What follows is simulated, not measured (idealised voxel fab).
process module | voxel wiring stack
For reference, the cross-section in this document is cut, with width 260 nm and square cells of 5 nm.
A cross-section is a grid of square cells, given in bands from the top down. A band is one or more rows of cells.
Top height, bottom height, nm. Materials left to right, width each, nm. Single material + "throughout" = fills band edge to edge. "blank" = empty.
For the purposes of this specification, 0 denotes the height below which the wafer in its as-received condition is composed wholly of one material, and the lowermost band, lacking a lower limit, extends downward without end, as expressed in "0 and below".
Think of "30..40" as a width that walks from the first number to the second as you go down the band, top row to bottom row, taking equal-sized steps from row to row.
"no alteration" for a step: no cell of the cross-section changed in that step.
Empty spaces counting at least 8 cells and having no open way to the top are listed in "Enclosed void inventory". The notation width x height at distance is used for each, the distance being from the left edge and all three values in nm.
What comes after the settings on a step's line is commentary from the simulator itself on that step.
Steps that use a mask can have "overlay nm" on their line. It says how far the mask sat to the right of where it was meant to be. Negative means to the left.
Every pair from here on: before one process step, after it. The after cross-section reaches only to the lowest band that changed. Below the pair: the step in between and its settings. Pairs can belong to different runs of this module on the same starting wafer; a pair carries on from the pair above only if the entry headed "Pre-step view" says so.
PRE-STEP VIEW
- 155 down to 135  40 of blank, then 30 of Ru, then 20 of blank, then 30 of Ru, then 20 of blank, then 30 of Ru, then 20 of blank, then 30 of Ru, then 40 of blank
- 135 down to 130  40 of blank, then 30 of TiN, then 20 of blank, then 30 of TiN, then 20 of blank, then 30 of TiN, then 20 of blank, then 30 of TiN, then 40 of blank
- 130 down to 115  40 of SiO2, then 15 of Ru, then 35 of SiO2, then 15 of Ru, then 35 of SiO2, then 15 of Ru, then 35 of SiO2, then 15 of Ru, then 55 of SiO2
- 115 down to 110  40 of SiCN, then 15 of Ru, then 35 of SiCN, then 15 of Ru, then 35 of SiCN, then 15 of Ru, then 35 of SiCN, then 15 of Ru, then 55 of SiCN
- 110 down to 100  40 of lowk, then 5 of TiN, then 20 of Cu, then 5 of TiN, then 20 of lowk, then 5 of TiN, then 20 of Cu, then 5 of TiN, then 20 of lowk, then 5 of TiN, then 20 of Cu, then 5 of TiN, then 20 of lowk, then 5 of TiN, then 20 of Cu, then 5 of TiN, then 40 of lowk
- 100 down to 95  40 of lowk, then 5 of TiN, then 5 of Cu, then 20 of TiN, then 20 of lowk, then 5 of TiN, then 5 of Cu, then 20 of TiN, then 20 of lowk, then 5 of TiN, then 5 of Cu, then 20 of TiN, then 20 of lowk, then 5 of TiN, then 5 of Cu, then 20 of TiN, then 40 of lowk
- 95 down to 85  40 of lowk, then 5 of TiN, then 5 of Cu, then 5 of TiN, then 35 of lowk, then 5 of TiN, then 5 of Cu, then 5 of TiN, then 35 of lowk, then 5 of TiN, then 5 of Cu, then 5 of TiN, then 35 of lowk, then 5 of TiN, then 5 of Cu, then 5 of TiN, then 55 of lowk
- 85 down to 80  40 of SiCN, then 15 of TiN, then 35 of SiCN, then 15 of TiN, then 35 of SiCN, then 15 of TiN, then 35 of SiCN, then 15 of TiN, then 55 of SiCN
- 80 down to 75  40 of SiO2, then 30 of TiN, then 20 of SiO2, then 30 of TiN, then 20 of SiO2, then 30 of TiN, then 20 of SiO2, then 30 of TiN, then 40 of SiO2
- 75 down to 50  Ru throughout
- 50 down to 40  40 of SiO2, then 15 of Ru, then 35 of SiO2, then 15 of Ru, then 35 of SiO2, then 15 of Ru, then 35 of SiO2, then 15 of Ru, then 55 of SiO2
- 40 down to 35  40 of SiCN, then 15 of Ru, then 35 of SiCN, then 15 of Ru, then 35 of SiCN, then 15 of Ru, then 35 of SiCN, then 15 of Ru, then 55 of SiCN
- 35 down to 15  40 of SiO2, then 30 of Ru, then 20 of SiO2, then 30 of Ru, then 20 of SiO2, then 30 of Ru, then 20 of SiO2, then 30 of Ru, then 40 of SiO2
- 15 down to 10  40 of SiO2, then 30 of TiN, then 20 of SiO2, then 30 of TiN, then 20 of SiO2, then 30 of TiN, then 20 of SiO2, then 30 of TiN, then 40 of SiO2
- 10 down to 0  SiO2 throughout
- 0 and below  Si throughout
- Enclosed void inventory: none
RESULTING STRUCTURE
- 160 down to 155  SiO2 throughout
- 155 down to 135  40 of SiO2, then 30 of Ru, then 20 of SiO2, then 30 of Ru, then 20 of SiO2, then 30 of Ru, then 20 of SiO2, then 30 of Ru, then 40 of SiO2
- 135 down to 130  40 of SiO2, then 30 of TiN, then 20 of SiO2, then 30 of TiN, then 20 of SiO2, then 30 of TiN, then 20 of SiO2, then 30 of TiN, then 40 of SiO2
- Heights below 130 show no change.
- Enclosed void inventory: none
Step, pre vs post cross-sections above: FILL_DEP: material SiO2, thk nm 5
Pre-step view: = after-state of the pair above.
RESULTING STRUCTURE
- 155 down to 135  40 of SiO2, then 30 of Ru, then 20 of SiO2, then 30 of Ru, then 20 of SiO2, then 30 of Ru, then 20 of SiO2, then 30 of Ru, then 40 of SiO2
- Heights below 135 show no change.
- Enclosed void inventory: none
Step, pre vs post cross-sections above: CMP: height nm 155
Pre-step view: = after-state of the pair above.
RESULTING STRUCTURE
- 160 down to 155  SiCN throughout
- Heights below 155 show no change.
- Enclosed void inventory: none
Step, pre vs post cross-sections above: CONFORMAL_DEP: material SiCN, thk nm 5
PRE-STEP VIEW
- 110 down to 100  40 of lowk, then 5 of TiN, then 20 of Cu, then 5 of TiN, then 20 of lowk, then 5 of TiN, then 20 of Cu, then 5 of TiN, then 20 of lowk, then 5 of TiN, then 20 of Cu, then 5 of TiN, then 20 of lowk, then 5 of TiN, then 20 of Cu, then 5 of TiN, then 40 of lowk
- 100 down to 95  40 of lowk, then 5 of TiN, then 5 of Cu, then 20 of TiN, then 20 of lowk, then 5 of TiN, then 5 of Cu, then 20 of TiN, then 20 of lowk, then 5 of TiN, then 5 of Cu, then 20 of TiN, then 20 of lowk, then 5 of TiN, then 5 of Cu, then 20 of TiN, then 40 of lowk
- 95 down to 85  40 of lowk, then 5 of TiN, then 5 of Cu, then 5 of TiN, then 35 of lowk, then 5 of TiN, then 5 of Cu, then 5 of TiN, then 35 of lowk, then 5 of TiN, then 5 of Cu, then 5 of TiN, then 35 of lowk, then 5 of TiN, then 5 of Cu, then 5 of TiN, then 55 of lowk
- 85 down to 80  40 of SiCN, then 15 of TiN, then 35 of SiCN, then 15 of TiN, then 35 of SiCN, then 15 of TiN, then 35 of SiCN, then 15 of TiN, then 55 of SiCN
- 80 down to 55  40 of SiO2, then 30 of Ru, then 20 of SiO2, then 30 of Ru, then 20 of SiO2, then 30 of Ru, then 20 of SiO2, then 30 of Ru, then 40 of SiO2
- 55 down to 50  40 of SiO2, then 30 of TiN, then 20 of SiO2, then 30 of TiN, then 20 of SiO2, then 30 of TiN, then 20 of SiO2, then 30 of TiN, then 40 of SiO2
- 50 down to 40  40 of SiO2, then 15 of Ru, then 35 of SiO2, then 15 of Ru, then 35 of SiO2, then 15 of Ru, then 35 of SiO2, then 15 of Ru, then 55 of SiO2
- 40 down to 35  40 of SiCN, then 15 of Ru, then 35 of SiCN, then 15 of Ru, then 35 of SiCN, then 15 of Ru, then 35 of SiCN, then 15 of Ru, then 55 of SiCN
- 35 down to 15  40 of SiO2, then 30 of Ru, then 20 of SiO2, then 30 of Ru, then 20 of SiO2, then 30 of Ru, then 20 of SiO2, then 30 of Ru, then 40 of SiO2
- 15 down to 10  40 of SiO2, then 30 of TiN, then 20 of SiO2, then 30 of TiN, then 20 of SiO2, then 30 of TiN, then 20 of SiO2, then 30 of TiN, then 40 of SiO2
- 10 down to 0  SiO2 throughout
- 0 and below  Si throughout
- Enclosed void inventory: none
RESULTING STRUCTURE
- 125 down to 110  SiCN throughout
- Heights below 110 show no change.
- Enclosed void inventory: none
Step, pre vs post cross-sections above: CONFORMAL_DEP: material SiCN, thk nm 15
Pre-step view: = after-state of the pair above.
RESULTING STRUCTURE
- 140 down to 125  SiO2 throughout
- Heights below 125 show no change.
- Enclosed void inventory: none
Step, pre vs post cross-sections above: DIRECTIONAL_DEP: material SiO2, thk nm 15
Pre-step view: = after-state of the pair above.
RESULTING STRUCTURE
- 150 down to 140  aC throughout
- Heights below 140 show no change.
- Enclosed void inventory: none
Step, pre vs post cross-sections above: DIRECTIONAL_DEP: material aC, thk nm 10
Pre-step view: = after-state of the pair above.
RESULTING STRUCTURE
- 175 down to 150  40 of resist, then 15 of blank, then 35 of resist, then 15 of blank, then 35 of resist, then 15 of blank, then 35 of resist, then 15 of blank, then 55 of resist
- Heights below 150 show no change.
- Enclosed void inventory: none
Step, pre vs post cross-sections above: PATTERN: tone open, mask id PLUG_3, material resist, width nm 15, pitch nm 50, thk nm 25, overlay nm 0
Pre-step view: = after-state of the pair above.
RESULTING STRUCTURE
- 165 down to 150  40 of resist, then 15 of blank, then 35 of resist, then 15 of blank, then 35 of resist, then 15 of blank, then 35 of resist, then 15 of blank, then 55 of resist
- 150 down to 140  40 of aC, then 15 of blank, then 35 of aC, then 15 of blank, then 35 of aC, then 15 of blank, then 35 of aC, then 15 of blank, then 55 of aC
- Heights below 140 show no change.
- Enclosed void inventory: none
Step, pre vs post cross-sections above: DIRECTIONAL_ETCH: etch materials aC, depth nm 10
Pre-step view: = after-state of the pair above.
RESULTING STRUCTURE
- 150 down to 140  40 of aC, then 15 of blank, then 35 of aC, then 15 of blank, then 35 of aC, then 15 of blank, then 35 of aC, then 15 of blank, then 55 of aC
- Heights below 140 show no change.
- Enclosed void inventory: none
Step, pre vs post cross-sections above: STRIP: etch materials resist
Pre-step view: = after-state of the pair above.
RESULTING STRUCTURE
- 150 down to 140  40 of aC, then 15 of blank, then 35 of aC, then 15 of blank, then 35 of aC, then 15 of blank, then 35 of aC, then 15 of blank, then 55 of aC
- 140 down to 125  40 of SiO2, then 15 of blank, then 35 of SiO2, then 15 of blank, then 35 of SiO2, then 15 of blank, then 35 of SiO2, then 15 of blank, then 55 of SiO2
- Heights below 125 show no change.
- Enclosed void inventory: none
Step, pre vs post cross-sections above: DIRECTIONAL_ETCH: etch materials SiO2, depth nm 15
Pre-step view: = after-state of the pair above.
RESULTING STRUCTURE
- 150 down to 140  40 of aC, then 15 of blank, then 35 of aC, then 15 of blank, then 35 of aC, then 15 of blank, then 35 of aC, then 15 of blank, then 55 of aC
- 140 down to 125  40 of SiO2, then 15 of blank, then 35 of SiO2, then 15 of blank, then 35 of SiO2, then 15 of blank, then 35 of SiO2, then 15 of blank, then 55 of SiO2
- 125 down to 120  40 of SiCN, then 15 of blank, then 35 of SiCN, then 15 of blank, then 35 of SiCN, then 15 of blank, then 35 of SiCN, then 15 of blank, then 55 of SiCN
- Heights below 120 show no change.
- Enclosed void inventory: none
Step, pre vs post cross-sections above: DIRECTIONAL_ETCH: etch materials SiCN, depth nm 5
Pre-step view: = after-state of the pair above.
RESULTING STRUCTURE
- 140 down to 125  40 of SiO2, then 15 of blank, then 35 of SiO2, then 15 of blank, then 35 of SiO2, then 15 of blank, then 35 of SiO2, then 15 of blank, then 55 of SiO2
- Heights below 125 show no change.
- Enclosed void inventory: none
Step, pre vs post cross-sections above: STRIP: etch materials aC
Pre-step view: = after-state of the pair above.
RESULTING STRUCTURE
- 145 down to 140  40 of TiN, then 15 of blank, then 35 of TiN, then 15 of blank, then 35 of TiN, then 15 of blank, then 35 of TiN, then 15 of blank, then 55 of TiN
- 140 down to 125  40 of SiO2, then 15 of blank, then 35 of SiO2, then 15 of blank, then 35 of SiO2, then 15 of blank, then 35 of SiO2, then 15 of blank, then 55 of SiO2
- 125 down to 120  40 of SiCN, then 15 of TiN, then 35 of SiCN, then 15 of TiN, then 35 of SiCN, then 15 of TiN, then 35 of SiCN, then 15 of TiN, then 55 of SiCN
- Heights below 120 show no change.
- Enclosed void inventory: none
Step, pre vs post cross-sections above: DIRECTIONAL_DEP: material TiN, thk nm 5
Pre-step view: = after-state of the pair above.
RESULTING STRUCTURE
- 165 down to 145  40 of Ru, then 15 of blank, then 35 of Ru, then 15 of blank, then 35 of Ru, then 15 of blank, then 35 of Ru, then 15 of blank, then 55 of Ru
- 145 down to 140  40 of TiN, then 15 of Ru, then 35 of TiN, then 15 of Ru, then 35 of TiN, then 15 of Ru, then 35 of TiN, then 15 of Ru, then 55 of TiN
- 140 down to 125  40 of SiO2, then 15 of Ru, then 35 of SiO2, then 15 of Ru, then 35 of SiO2, then 15 of Ru, then 35 of SiO2, then 15 of Ru, then 55 of SiO2
- Heights below 125 show no change.
- Enclosed void inventory: none
Step, pre vs post cross-sections above: DIRECTIONAL_DEP: material Ru, thk nm 20
Pre-step view: = after-state of the pair above.
RESULTING STRUCTURE
- 165 down to 145  55 of blank, then 15 of Ru, then 35 of blank, then 15 of Ru, then 35 of blank, then 15 of Ru, then 35 of blank, then 15 of Ru, then 40 of blank
- Heights below 145 show no change.
- Enclosed void inventory: none
Step, pre vs post cross-sections above: MASKED_ETCH: tone cover, mask id METAL_4, width nm 30, pitch nm 50, etch materials Ru, depth nm 20, overlay nm 0
Pre-step view: = after-state of the pair above.
RESULTING STRUCTURE
- 165 down to 145  55 of blank, then 15 of Ru, then 35 of blank, then 15 of Ru, then 35 of blank, then 15 of Ru, then 35 of blank, then 15 of Ru, then 40 of blank
- 145 down to 140  40 of blank, then 15 of Ru, then 15 of TiN, then 20 of blank, then 15 of Ru, then 15 of TiN, then 20 of blank, then 15 of Ru, then 15 of TiN, then 20 of blank, then 15 of Ru, then 15 of TiN, then 40 of blank
- Heights below 140 show no change.
- Enclosed void inventory: none
Step, pre vs post cross-sections above: MASKED_ETCH: tone cover, mask id METAL_4, width nm 30, pitch nm 50, etch materials TiN, depth nm 5, overlay nm 0
Pre-step view: = after-state of the pair above.
RESULTING STRUCTURE
- 170 down to 165  SiO2 throughout
- 165 down to 145  55 of SiO2, then 15 of Ru, then 35 of SiO2, then 15 of Ru, then 35 of SiO2, then 15 of Ru, then 35 of SiO2, then 15 of Ru, then 40 of SiO2
- 145 down to 140  40 of SiO2, then 15 of Ru, then 15 of TiN, then 20 of SiO2, then 15 of Ru, then 15 of TiN, then 20 of SiO2, then 15 of Ru, then 15 of TiN, then 20 of SiO2, then 15 of Ru, then 15 of TiN, then 40 of SiO2
- Heights below 140 show no change.
- Enclosed void inventory: none
Step, pre vs post cross-sections above: FILL_DEP: material SiO2, thk nm 5
Pre-step view: = after-state of the pair above.
RESULTING STRUCTURE
- 155 down to 145  55 of SiO2, then 15 of Ru, then 35 of SiO2, then 15 of Ru, then 35 of SiO2, then 15 of Ru, then 35 of SiO2, then 15 of Ru, then 40 of SiO2
- Heights below 145 show no change.
- Enclosed void inventory: none
Step, pre vs post cross-sections above: CMP: height nm 155
Pre-step view: = after-state of the pair above.
RESULTING STRUCTURE
- 160 down to 155  SiCN throughout
- Heights below 155 show no change.
- Enclosed void inventory: none
Step, pre vs post cross-sections above: CONFORMAL_DEP: material SiCN, thk nm 5
PRE-STEP VIEW
- 120 down to 110  40 of aC, then 15 of blank, then 35 of aC, then 15 of blank, then 35 of aC, then 15 of blank, then 35 of aC, then 15 of blank, then 55 of aC
- 110 down to 95  40 of lowk, then 15 of blank, then 35 of lowk, then 15 of blank, then 35 of lowk, then 15 of blank, then 35 of lowk, then 15 of blank, then 55 of lowk
- 95 down to 85  40 of lowk, then 15 of aC, then 35 of lowk, then 15 of aC, then 35 of lowk, then 15 of aC, then 35 of lowk, then 15 of aC, then 55 of lowk
- 85 down to 80  SiCN throughout
- 80 down to 55  40 of SiO2, then 30 of Ru, then 20 of SiO2, then 30 of Ru, then 20 of SiO2, then 30 of Ru, then 20 of SiO2, then 30 of Ru, then 40 of SiO2
- 55 down to 50  40 of SiO2, then 30 of TiN, then 20 of SiO2, then 30 of TiN, then 20 of SiO2, then 30 of TiN, then 20 of SiO2, then 30 of TiN, then 40 of SiO2
- 50 down to 40  40 of SiO2, then 15 of Ru, then 35 of SiO2, then 15 of Ru, then 35 of SiO2, then 15 of Ru, then 35 of SiO2, then 15 of Ru, then 55 of SiO2
- 40 down to 35  40 of SiCN, then 15 of Ru, then 35 of SiCN, then 15 of Ru, then 35 of SiCN, then 15 of Ru, then 35 of SiCN, then 15 of Ru, then 55 of SiCN
- 35 down to 15  40 of SiO2, then 30 of Ru, then 20 of SiO2, then 30 of Ru, then 20 of SiO2, then 30 of Ru, then 20 of SiO2, then 30 of Ru, then 40 of SiO2
- 15 down to 10  40 of SiO2, then 30 of TiN, then 20 of SiO2, then 30 of TiN, then 20 of SiO2, then 30 of TiN, then 20 of SiO2, then 30 of TiN, then 40 of SiO2
- 10 down to 0  SiO2 throughout
- 0 and below  Si throughout
- Enclosed void inventory: none
RESULTING STRUCTURE
- 145 down to 120  40 of resist, then 35 of blank, then 15 of resist, then 35 of blank, then 15 of resist, then 35 of blank, then 15 of resist, then 35 of blank, then 35 of resist
- Heights below 120 show no change.
- Enclosed void inventory: none
Step, pre vs post cross-sections above: PATTERN: tone open, mask id METAL_3, material resist, width nm 35, pitch nm 50, thk nm 25, overlay nm 0
Pre-step view: = after-state of the pair above.
RESULTING STRUCTURE
- 135 down to 120  40 of resist, then 35 of blank, then 15 of resist, then 35 of blank, then 15 of resist, then 35 of blank, then 15 of resist, then 35 of blank, then 35 of resist
- 120 down to 110  40 of aC, then 35 of blank, then 15 of aC, then 35 of blank, then 15 of aC, then 35 of blank, then 15 of aC, then 35 of blank, then 35 of aC
- 110 down to 85  40 of lowk, then 15 of blank, then 35 of lowk, then 15 of blank, then 35 of lowk, then 15 of blank, then 35 of lowk, then 15 of blank, then 55 of lowk
- Heights below 85 show no change.
- Enclosed void inventory: none
Step, pre vs post cross-sections above: DIRECTIONAL_ETCH: etch materials aC, depth nm 10
Pre-step view: = after-state of the pair above.
RESULTING STRUCTURE
- 120 down to 110  40 of aC, then 35 of blank, then 15 of aC, then 35 of blank, then 15 of aC, then 35 of blank, then 15 of aC, then 35 of blank, then 35 of aC
- Heights below 110 show no change.
- Enclosed void inventory: none
Step, pre vs post cross-sections above: STRIP: etch materials resist
Pre-step view: = after-state of the pair above.
RESULTING STRUCTURE
- 120 down to 110  40 of aC, then 35 of blank, then 15 of aC, then 35 of blank, then 15 of aC, then 35 of blank, then 15 of aC, then 35 of blank, then 35 of aC
- 110 down to 95  40 of lowk, then 35 of blank, then 15 of lowk, then 35 of blank, then 15 of lowk, then 35 of blank, then 15 of lowk, then 35 of blank, then 35 of lowk
- Heights below 95 show no change.
- Enclosed void inventory: none
Step, pre vs post cross-sections above: DIRECTIONAL_ETCH: etch materials lowk, depth nm 15
Pre-step view: = after-state of the pair above.
RESULTING STRUCTURE
- 120 down to 110  40 of aC, then 35 of blank, then 15 of aC, then 35 of blank, then 15 of aC, then 35 of blank, then 15 of aC, then 35 of blank, then 35 of aC
- 110 down to 95  40 of lowk, then 35 of blank, then 15 of lowk, then 35 of blank, then 15 of lowk, then 35 of blank, then 15 of lowk, then 35 of blank, then 35 of lowk
- 95 down to 85  40 of lowk, then 15 of blank, then 35 of lowk, then 15 of blank, then 35 of lowk, then 15 of blank, then 35 of lowk, then 15 of blank, then 55 of lowk
- 85 down to 80  40 of SiCN, then 15 of blank, then 35 of SiCN, then 15 of blank, then 35 of SiCN, then 15 of blank, then 35 of SiCN, then 15 of blank, then 55 of SiCN
- Heights below 80 show no change.
- Enclosed void inventory: none
Step, pre vs post cross-sections above: DIRECTIONAL_ETCH: etch materials SiCN, depth nm 5
Pre-step view: = after-state of the pair above.
RESULTING STRUCTURE
- 110 down to 95  40 of lowk, then 35 of blank, then 15 of lowk, then 35 of blank, then 15 of lowk, then 35 of blank, then 15 of lowk, then 35 of blank, then 35 of lowk
- Heights below 95 show no change.
- Enclosed void inventory: none
Step, pre vs post cross-sections above: STRIP: etch materials aC
Pre-step view: = after-state of the pair above.
RESULTING STRUCTURE
- 115 down to 110  45 of TiN, then 25 of blank, then 25 of TiN, then 25 of blank, then 25 of TiN, then 25 of blank, then 25 of TiN, then 25 of blank, then 40 of TiN
- 110 down to 100  40 of lowk, then 5 of TiN, then 25 of blank, then 5 of TiN, then 15 of lowk, then 5 of TiN, then 25 of blank, then 5 of TiN, then 15 of lowk, then 5 of TiN, then 25 of blank, then 5 of TiN, then 15 of lowk, then 5 of TiN, then 25 of blank, then 5 of TiN, then 35 of lowk
- 100 down to 95  40 of lowk, then 5 of TiN, then 5 of blank, then 25 of TiN, then 15 of lowk, then 5 of TiN, then 5 of blank, then 25 of TiN, then 15 of lowk, then 5 of TiN, then 5 of blank, then 25 of TiN, then 15 of lowk, then 5 of TiN, then 5 of blank, then 25 of TiN, then 35 of lowk
- 95 down to 85  40 of lowk, then 5 of TiN, then 5 of blank, then 5 of TiN, then 35 of lowk, then 5 of TiN, then 5 of blank, then 5 of TiN, then 35 of lowk, then 5 of TiN, then 5 of blank, then 5 of TiN, then 35 of lowk, then 5 of TiN, then 5 of blank, then 5 of TiN, then 55 of lowk
- 85 down to 80  40 of SiCN, then 15 of TiN, then 35 of SiCN, then 15 of TiN, then 35 of SiCN, then 15 of TiN, then 35 of SiCN, then 15 of TiN, then 55 of SiCN
- Heights below 80 show no change.
- Enclosed void inventory: none
Step, pre vs post cross-sections above: CONFORMAL_DEP: material TiN, thk nm 5
Pre-step view: = after-state of the pair above.
RESULTING STRUCTURE
- 120 down to 115  Cu throughout
- 115 down to 110  45 of TiN, then 25 of Cu, then 25 of TiN, then 25 of Cu, then 25 of TiN, then 25 of Cu, then 25 of TiN, then 25 of Cu, then 40 of TiN
- 110 down to 100  40 of lowk, then 5 of TiN, then 25 of Cu, then 5 of TiN, then 15 of lowk, then 5 of TiN, then 25 of Cu, then 5 of TiN, then 15 of lowk, then 5 of TiN, then 25 of Cu, then 5 of TiN, then 15 of lowk, then 5 of TiN, then 25 of Cu, then 5 of TiN, then 35 of lowk
- 100 down to 95  40 of lowk, then 5 of TiN, then 5 of Cu, then 25 of TiN, then 15 of lowk, then 5 of TiN, then 5 of Cu, then 25 of TiN, then 15 of lowk, then 5 of TiN, then 5 of Cu, then 25 of TiN, then 15 of lowk, then 5 of TiN, then 5 of Cu, then 25 of TiN, then 35 of lowk
- 95 down to 85  40 of lowk, then 5 of TiN, then 5 of Cu, then 5 of TiN, then 35 of lowk, then 5 of TiN, then 5 of Cu, then 5 of TiN, then 35 of lowk, then 5 of TiN, then 5 of Cu, then 5 of TiN, then 35 of lowk, then 5 of TiN, then 5 of Cu, then 5 of TiN, then 55 of lowk
- Heights below 85 show no change.
- Enclosed void inventory: none
Step, pre vs post cross-sections above: FILL_DEP: material Cu, thk nm 5
Pre-step view: = after-state of the pair above.
RESULTING STRUCTURE
- 110 down to 100  40 of lowk, then 5 of TiN, then 25 of Cu, then 5 of TiN, then 15 of lowk, then 5 of TiN, then 25 of Cu, then 5 of TiN, then 15 of lowk, then 5 of TiN, then 25 of Cu, then 5 of TiN, then 15 of lowk, then 5 of TiN, then 25 of Cu, then 5 of TiN, then 35 of lowk
- Heights below 100 show no change.
- Enclosed void inventory: none
Step, pre vs post cross-sections above: CMP: height nm 110
Pre-step view: = after-state of the pair above.
RESULTING STRUCTURE
- 115 down to 110  SiCN throughout
- Heights below 110 show no change.
- Enclosed void inventory: none
Step, pre vs post cross-sections above: CONFORMAL_DEP: material SiCN, thk nm 5
Pre-step view: = after-state of the pair above.
RESULTING STRUCTURE
- 130 down to 115  SiO2 throughout
- Heights below 115 show no change.
- Enclosed void inventory: none
Step, pre vs post cross-sections above: DIRECTIONAL_DEP: material SiO2, thk nm 15
Pre-step view: = after-state of the pair above.
RESULTING STRUCTURE
- 140 down to 130  aC throughout
- Heights below 130 show no change.
- Enclosed void inventory: none
Step, pre vs post cross-sections above: DIRECTIONAL_DEP: material aC, thk nm 10
Pre-step view: = after-state of the pair above.
RESULTING STRUCTURE
- 165 down to 140  40 of resist, then 15 of blank, then 35 of resist, then 15 of blank, then 35 of resist, then 15 of blank, then 35 of resist, then 15 of blank, then 55 of resist
- Heights below 140 show no change.
- Enclosed void inventory: none
Step, pre vs post cross-sections above: PATTERN: tone open, mask id PLUG_3, material resist, width nm 15, pitch nm 50, thk nm 25, overlay nm 0
Pre-step view: = after-state of the pair above.
RESULTING STRUCTURE
- 155 down to 140  40 of resist, then 15 of blank, then 35 of resist, then 15 of blank, then 35 of resist, then 15 of blank, then 35 of resist, then 15 of blank, then 55 of resist
- 140 down to 130  40 of aC, then 15 of blank, then 35 of aC, then 15 of blank, then 35 of aC, then 15 of blank, then 35 of aC, then 15 of blank, then 55 of aC
- Heights below 130 show no change.
- Enclosed void inventory: none
Step, pre vs post cross-sections above: DIRECTIONAL_ETCH: etch materials aC, depth nm 10
Pre-step view: = after-state of the pair above.
RESULTING STRUCTURE
- 140 down to 130  40 of aC, then 15 of blank, then 35 of aC, then 15 of blank, then 35 of aC, then 15 of blank, then 35 of aC, then 15 of blank, then 55 of aC
- Heights below 130 show no change.
- Enclosed void inventory: none
Step, pre vs post cross-sections above: STRIP: etch materials resist
Pre-step view: = after-state of the pair above.
RESULTING STRUCTURE
- 140 down to 130  40 of aC, then 15 of blank, then 35 of aC, then 15 of blank, then 35 of aC, then 15 of blank, then 35 of aC, then 15 of blank, then 55 of aC
- 130 down to 115  40 of SiO2, then 15 of blank, then 35 of SiO2, then 15 of blank, then 35 of SiO2, then 15 of blank, then 35 of SiO2, then 15 of blank, then 55 of SiO2
- Heights below 115 show no change.
- Enclosed void inventory: none
Step, pre vs post cross-sections above: DIRECTIONAL_ETCH: etch materials SiO2, depth nm 15
Pre-step view: = after-state of the pair above.
RESULTING STRUCTURE
- 140 down to 130  40 of aC, then 15 of blank, then 35 of aC, then 15 of blank, then 35 of aC, then 15 of blank, then 35 of aC, then 15 of blank, then 55 of aC
- 130 down to 115  40 of SiO2, then 15 of blank, then 35 of SiO2, then 15 of blank, then 35 of SiO2, then 15 of blank, then 35 of SiO2, then 15 of blank, then 55 of SiO2
- 115 down to 110  40 of SiCN, then 15 of blank, then 35 of SiCN, then 15 of blank, then 35 of SiCN, then 15 of blank, then 35 of SiCN, then 15 of blank, then 55 of SiCN
- Heights below 110 show no change.
- Enclosed void inventory: none
Step, pre vs post cross-sections above: DIRECTIONAL_ETCH: etch materials SiCN, depth nm 5
Pre-step view: = after-state of the pair above.
RESULTING STRUCTURE
- 130 down to 115  40 of SiO2, then 15 of blank, then 35 of SiO2, then 15 of blank, then 35 of SiO2, then 15 of blank, then 35 of SiO2, then 15 of blank, then 55 of SiO2
- Heights below 115 show no change.
- Enclosed void inventory: none
Step, pre vs post cross-sections above: STRIP: etch materials aC
Pre-step view: = after-state of the pair above.
RESULTING STRUCTURE
- 130 down to 120  40 of SiO2, then 15 of blank, then 35 of SiO2, then 15 of blank, then 35 of SiO2, then 15 of blank, then 35 of SiO2, then 15 of blank, then 55 of SiO2
- 120 down to 115  40 of SiO2, then 15 of Ru, then 35 of SiO2, then 15 of Ru, then 35 of SiO2, then 15 of Ru, then 35 of SiO2, then 15 of Ru, then 55 of SiO2
- 115 down to 110  40 of SiCN, then 15 of Ru, then 35 of SiCN, then 15 of Ru, then 35 of SiCN, then 15 of Ru, then 35 of SiCN, then 15 of Ru, then 55 of SiCN
- Heights below 110 show no change.
- Enclosed void inventory: none
Step, pre vs post cross-sections above: EPI: material Ru, thk nm 10
Pre-step view: = after-state of the pair above.
RESULTING STRUCTURE
- 130 down to 115  40 of SiO2, then 15 of Ru, then 35 of SiO2, then 15 of Ru, then 35 of SiO2, then 15 of Ru, then 35 of SiO2, then 15 of Ru, then 55 of SiO2
- Heights below 115 show no change.
- Enclosed void inventory: none
Step, pre vs post cross-sections above: EPI: material Ru, thk nm 10
Pre-step view: = after-state of the pair above.
RESULTING STRUCTURE
- 135 down to 130  TiN throughout
- Heights below 130 show no change.
- Enclosed void inventory: none
Step, pre vs post cross-sections above: DIRECTIONAL_DEP: material TiN, thk nm 5
Pre-step view: = after-state of the pair above.
RESULTING STRUCTURE
- 155 down to 135  Ru throughout
- Heights below 135 show no change.
- Enclosed void inventory: none
Step, pre vs post cross-sections above: DIRECTIONAL_DEP: material Ru, thk nm 20
Pre-step view: = after-state of the pair above.
RESULTING STRUCTURE
- 155 down to 135  40 of blank, then 30 of Ru, then 20 of blank, then 30 of Ru, then 20 of blank, then 30 of Ru, then 20 of blank, then 30 of Ru, then 40 of blank
- Heights below 135 show no change.
- Enclosed void inventory: none
Step, pre vs post cross-sections above: MASKED_ETCH: tone cover, mask id METAL_4, width nm 30, pitch nm 50, etch materials Ru, depth nm 20, overlay nm 0
Pre-step view: = after-state of the pair above.
RESULTING STRUCTURE
- 155 down to 135  40 of blank, then 30 of Ru, then 20 of blank, then 30 of Ru, then 20 of blank, then 30 of Ru, then 20 of blank, then 30 of Ru, then 40 of blank
- 135 down to 130  40 of blank, then 30 of TiN, then 20 of blank, then 30 of TiN, then 20 of blank, then 30 of TiN, then 20 of blank, then 30 of TiN, then 40 of blank
- Heights below 130 show no change.
- Enclosed void inventory: none
Step, pre vs post cross-sections above: MASKED_ETCH: tone cover, mask id METAL_4, width nm 30, pitch nm 50, etch materials TiN, depth nm 5, overlay nm 0
Pre-step view: = after-state of the pair above.
RESULTING STRUCTURE
- 160 down to 155  SiO2 throughout
- 155 down to 135  40 of SiO2, then 30 of Ru, then 20 of SiO2, then 30 of Ru, then 20 of SiO2, then 30 of Ru, then 20 of SiO2, then 30 of Ru, then 40 of SiO2
- 135 down to 130  40 of SiO2, then 30 of TiN, then 20 of SiO2, then 30 of TiN, then 20 of SiO2, then 30 of TiN, then 20 of SiO2, then 30 of TiN, then 40 of SiO2
- Heights below 130 show no change.
- Enclosed void inventory: none
Step, pre vs post cross-sections above: FILL_DEP: material SiO2, thk nm 5
Pre-step view: = after-state of the pair above.
RESULTING STRUCTURE
- 155 down to 135  40 of SiO2, then 30 of Ru, then 20 of SiO2, then 30 of Ru, then 20 of SiO2, then 30 of Ru, then 20 of SiO2, then 30 of Ru, then 40 of SiO2
- Heights below 135 show no change.
- Enclosed void inventory: none
Step, pre vs post cross-sections above: CMP: height nm 155
Pre-step view: = after-state of the pair above.
RESULTING STRUCTURE
- 160 down to 155  SiCN throughout
- Heights below 155 show no change.
- Enclosed void inventory: none
Step, pre vs post cross-sections above: CONFORMAL_DEP: material SiCN, thk nm 5
